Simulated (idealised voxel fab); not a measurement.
process module | voxel transistor to metal
cross-section cut | 185 nm wide | cells 5 nm
A cross-section is a grid of square cells, given in bands from the top down. A band is one or more rows of cells.
Each band's line starts with the height of the band's top and of its bottom, in nm. Then come its materials from left to right, each with its width in nm. One material with "throughout" fills the band from edge to edge. "air" is empty space.
Height 0 is the level under which the wafer as received is all one material. The lowest band goes on downwards, as in "0 down".
A width such as "30 to 40" changes by the same amount from each row of cells to the next, from the band's top row to its bottom row.
"no change" after a step means that no cell of the cross-section changed.
closed voids: empty space of 8 cells or more with no open way to the top, each as width x height at its distance from the left edge, in nm
after a step's settings: what the simulator itself notes on the step
overlay nm, on a step with a mask: how far to the right of its planned place the mask lay; to the left if negative
plan
1 op RECEIVE | material Si
2 op OXIDIZE | depth nm 5
3 op CONFORMAL_DEP | material SiN | thk nm 10
4 op MASKED_ETCH | tone cover | mask id ACTIVE | width nm 115 | etch materials SiN | depth nm 10 | overlay nm 0
5 op MASKED_ETCH | tone cover | mask id ACTIVE | width nm 115 | etch materials SiO2 | depth nm 5 | overlay nm 0
6 op MASKED_ETCH | tone cover | mask id ACTIVE | width nm 115 | etch materials Si | depth nm 20 | overlay nm 0
7 op OXIDIZE | depth nm 5
8 op FILL_DEP | material SiO2 | thk nm 10
9 op CMP | height nm 10
10 op SELECTIVE_ETCH | etch materials SiO2 | depth nm 10
11 op STRIP | etch materials SiN
12 op SELECTIVE_ETCH | etch materials SiO2 | depth nm 5
13 op OXIDIZE | depth nm 5
14 op DIRECTIONAL_DEP | material polySi | thk nm 25
15 op DIRECTIONAL_DEP | material SiCN | thk nm 15
16 op PATTERN | tone cover | mask id GATE | material resist | width nm 35 | thk nm 20 | overlay nm 0
17 op DIRECTIONAL_ETCH | etch materials SiCN | depth nm 25
18 op DIRECTIONAL_ETCH | etch materials polySi | depth nm 35
19 op STRIP | etch materials resist
20 op CONFORMAL_DEP | material SiN | thk nm 10
21 op DIRECTIONAL_ETCH | etch materials SiN | depth nm 10
22 op DIRECTIONAL_ETCH | etch materials SiO2 | depth nm 5
23 op DIRECTIONAL_ETCH | etch materials Si | depth nm 15
24 op EPI | material SiGe | thk nm 20
25 op FILL_DEP | material SiO2 | thk nm 5
26 op CMP | height nm 20
27 op STRIP | etch materials polySi
28 op SELECTIVE_ETCH | etch materials SiO2 | depth nm 5
29 op CONFORMAL_DEP | material HfO2 | thk nm 5
30 op CONFORMAL_DEP | material TiN | thk nm 5
31 op FILL_DEP | material W | thk nm 10
32 op CMP | height nm 15
33 op DIRECTIONAL_DEP | material SiO2 | thk nm 10
34 op PATTERN | tone open | mask id CONTACT | material resist | width nm 20 | pitch nm 85 | thk nm 20 | overlay nm 0
35 op DIRECTIONAL_ETCH | etch materials SiO2 | depth nm 30
36 op STRIP | etch materials resist
37 op CONFORMAL_DEP | material TiN | thk nm 5
38 op FILL_DEP | material W | thk nm 10
39 op CMP | height nm 25
40 op DIRECTIONAL_DEP | material TiN | thk nm 5
41 op DIRECTIONAL_DEP | material Ru | thk nm 15
42 op PATTERN | tone cover | mask id METAL_1 | material resist | width nm 20 | pitch nm 85 | thk nm 15 | overlay nm 0
43 op DIRECTIONAL_ETCH | etch materials Ru | depth nm 15
44 op DIRECTIONAL_ETCH | etch materials TiN | depth nm 5
45 op STRIP | etch materials resist
46 op CONFORMAL_DEP | material SiCN | thk nm 5
47 op FILL_DEP | material lowk | thk nm 5
48 op CMP | height nm 45
49 op CONFORMAL_DEP | material SiCN | thk nm 5
50 op DIRECTIONAL_DEP | material lowk | thk nm 35
51 op MASKED_ETCH | tone open | mask id METAL_2_HOLES | width nm 15 | pitch nm 85 | etch materials lowk | depth nm 35 | overlay nm 0
52 op PATTERN | tone open | mask id METAL_2 | material resist | width nm 20 | pitch nm 85 | thk nm 15 | overlay nm 0
53 op DIRECTIONAL_ETCH | etch materials lowk | depth nm 20
54 op DIRECTIONAL_ETCH | etch materials SiCN | depth nm 5
55 op STRIP | etch materials resist
56 op CONFORMAL_DEP | material TiN | thk nm 5
57 op FILL_DEP | material Cu | thk nm 5
58 op CMP | height nm 85
59 op CONFORMAL_DEP | material SiCN | thk nm 5
as received, after step 1
  0 down: Si throughout
  closed voids: none
first wafer at the end, as planned
  90 to 85: SiCN throughout
  85 to 70: lowk 40 | TiN 5 | Cu 10 | TiN 5 | lowk 65 | TiN 5 | Cu 10 | TiN 5 | lowk 40
  70 to 65: lowk 40 | TiN 5 | Cu 5 | TiN 10 | lowk 65 | TiN 5 | Cu 5 | TiN 10 | lowk 40
  65 to 50: lowk 40 | TiN 5 | Cu 5 | TiN 5 | lowk 70 | TiN 5 | Cu 5 | TiN 5 | lowk 45
  50 to 45: SiCN 40 | TiN 15 | SiCN 70 | TiN 15 | SiCN 45
  45 to 30: lowk 35 | SiCN 5 | Ru 20 | SiCN 5 | lowk 55 | SiCN 5 | Ru 20 | SiCN 5 | lowk 35
  30 to 25: SiCN 40 | TiN 20 | SiCN 65 | TiN 20 | SiCN 40
  25 to 15: SiO2 40 | TiN 5 | W 10 | TiN 5 | SiO2 65 | TiN 5 | W 10 | TiN 5 | SiO2 40
  15 to 10: SiO2 40 | TiN 20 | SiO2 5 | SiN 10 | HfO2 5 | TiN 5 | W 15 | TiN 5 | HfO2 5 | SiN 10 | SiO2 5 | TiN 20 | SiO2 40
  10 to 0: SiO2 40 | TiN 5 | SiGe 20 | SiN 10 | HfO2 5 | TiN 5 | W 15 | TiN 5 | HfO2 5 | SiN 10 | SiGe 20 | TiN 5 | SiO2 40
  0 to -5: SiO2 40 | TiN 5 | SiGe 20 | SiN 10 | HfO2 5 | TiN 25 | HfO2 5 | SiN 10 | SiGe 20 | TiN 5 | SiO2 40
  -5 to -10: SiO2 35 | SiGe 30 | SiO2 5 | HfO2 45 | SiO2 5 | SiGe 30 | SiO2 35
  -10 to -25: SiO2 40 | SiGe 25 | Si 55 | SiGe 25 | SiO2 40
  -25 to -30: SiO2 40 | Si 105 | SiO2 40
  -30 down: Si throughout
  closed voids: none
second wafer at the end: like start, like plan, one mistake
  90 to 85: SiCN throughout
  85 to 70: lowk 40 | TiN 5 | Cu 10 | TiN 5 | lowk 65 | TiN 5 | Cu 10 | TiN 5 | lowk 40
  70 to 65: lowk 40 | TiN 5 | Cu 5 | TiN 10 | lowk 65 | TiN 5 | Cu 5 | TiN 10 | lowk 40
  65 to 50: lowk 40 | TiN 5 | Cu 5 | TiN 5 | lowk 70 | TiN 5 | Cu 5 | TiN 5 | lowk 45
  50 to 45: SiCN 40 | TiN 15 | SiCN 70 | TiN 15 | SiCN 45
  45 to 30: lowk 35 | SiCN 5 | Ru 20 | SiCN 5 | lowk 55 | SiCN 5 | Ru 20 | SiCN 5 | lowk 35
  30 to 25: SiCN 40 | TiN 20 | SiCN 65 | TiN 20 | SiCN 40
  25 to 15: SiO2 40 | TiN 5 | W 10 | TiN 5 | SiO2 65 | TiN 5 | W 10 | TiN 5 | SiO2 40
  15 to 10: SiO2 40 | TiN 20 | SiO2 10 | SiN 10 | HfO2 5 | TiN 5 | W 15 | TiN 5 | HfO2 5 | SiN 10 | TiN 20 | SiO2 40
  10 to 0: SiO2 40 | TiN 10 | SiGe 20 | SiN 10 | HfO2 5 | TiN 5 | W 15 | TiN 5 | HfO2 5 | SiN 10 | SiGe 20 | SiO2 40
  0 to -5: SiO2 40 | TiN 10 | SiGe 20 | SiN 10 | HfO2 5 | TiN 25 | HfO2 5 | SiN 10 | SiGe 20 | SiO2 40
  -5 to -10: SiO2 35 | SiGe 35 | SiO2 5 | HfO2 45 | SiO2 5 | SiGe 25 | SiO2 35
  -10 to -25: SiO2 40 | SiGe 30 | Si 55 | SiGe 20 | SiO2 40
  -25 to -30: SiO2 40 | Si 105 | SiO2 40
  -30 down: Si throughout
  closed voids: none
what went wrong: step 16 ran as: op PATTERN | tone cover | mask id GATE | material resist | width nm 35 | thk nm 20 | overlay nm 5
at the end the second wafer has, in cells: as many of each material as the first, in other places
